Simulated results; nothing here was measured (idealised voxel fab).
The following is a process module called voxel ribs on slabs.
For reference, the cross-section in this document is cut, with width 165 nm and square cells of 5 nm.
A cross-section is written here as square cells arranged in a grid, and it is given in bands from the top down, each band taking up one or more rows of cells.
Heads up on the band format: heights come first, top then bottom, in nm. After that it's the materials left to right, each with its width in nm. A single material flagged "all across" fills the whole band edge to edge, and "air" means there's empty space there.
We count height from 0. Below that, the starting wafer is all one material. The lowest band never ends at the bottom but goes on down; see "top 0, no bottom" for how that is written.
You'd read "30..40" like this: the band's top row of cells is as wide as the first number, its bottom row is as wide as the second, and going down, every row changes width by the same amount as the row before did.
For the purposes of this document, the phrase "no alterations made" attached to a step denotes that no cell within the cross-section was modified by that step.
Under "Closed void catalog" you'll find the enclosed gaps, the ones with no way out to the top, that are 8 cells or bigger; each reads width x height at distance, with distance counted from the left edge, everything in nm.
Note: text after step settings on the step line = simulator remark on that step.
If you see "overlay nm" on a step's line and that step has a mask, it's telling you how far right of where it was planned the mask ended up; a negative number means it went left instead.
**The planned process steps are enumerated hereunder**
| 1 | op RECEIVE | material Si |
| 2 | op DIRECTIONAL_DEP | material SiO2 | thk nm 20 |
| 3 | op DIRECTIONAL_DEP | material SiN | thk nm 20 |
| 4 | op PATTERN | tone cover | mask id RIB | material resist | width nm 30 | thk nm 15 | overlay nm 0 |
| 5 | op DIRECTIONAL_ETCH | etch materials SiN | depth nm 5 |
| 6 | op STRIP | etch materials resist |
| 7 | op PATTERN | tone cover | mask id SLAB | material resist | width nm 70 | thk nm 20 | overlay nm 0 |
| 8 | op DIRECTIONAL_ETCH | etch materials SiN | depth nm 15 |
| 9 | op STRIP | etch materials resist |
| 10 | op FILL_DEP | material SiO2 | thk nm 25 |
| 11 | op CMP | height nm 60 |
| 12 | op DIRECTIONAL_DEP | material W | thk nm 5 |
| 13 | op PATTERN | tone cover | mask id HEATER | material resist | width nm 40 | thk nm 15 | overlay nm 0 |
| 14 | op DIRECTIONAL_ETCH | etch materials W | depth nm 5 |
| 15 | op STRIP | etch materials resist |
| 16 | op CONFORMAL_DEP | material SiN | thk nm 5 |
**As-received state of the wafer in cross-section, equivalent to post-step 1**
- top 0, no bottom = Si all across
- Closed void catalog: none
**Cross-section: first of two wafers, module finished, run according to plan**
- top 70, bottom 65 = air 55 nm; SiN 50 nm; air 60 nm
- top 65, bottom 60 = SiN 60 nm; W 40 nm; SiN 65 nm
- top 60, bottom 40 = SiO2 all across
- top 40, bottom 35 = SiO2 65 nm; SiN 30 nm; SiO2 70 nm
- top 35, bottom 20 = SiO2 45 nm; SiN 70 nm; SiO2 50 nm
- top 20, bottom 0 = SiO2 all across
- top 0, no bottom = Si all across
- Closed void catalog: none
**Second wafer of the two, sectioned at the end of the module. It began like the first and followed the same plan, but one mistake was made while running it**
- top 70, bottom 65 = air 55 nm; SiN 50 nm; air 60 nm
- top 65, bottom 60 = SiN 60 nm; W 40 nm; SiN 65 nm
- top 60, bottom 45 = SiO2 all across
- top 45, bottom 40 = SiO2 65 nm; SiN 30 nm; SiO2 70 nm
- top 40, bottom 25 = SiO2 45 nm; SiN 70 nm; SiO2 50 nm
- top 25, bottom 20 = SiN all across
- top 20, bottom 0 = SiO2 all across
- top 0, no bottom = Si all across
- Closed void catalog: none
Want to know what went wrong? planned and actual differ for step 3; actual: op DIRECTIONAL_DEP | material SiN | thk nm 25
Wrapping up, a cell-based count of both wafers puts the second over or under the first for these materials: SiN: 33 more, SiO2: 33 fewer
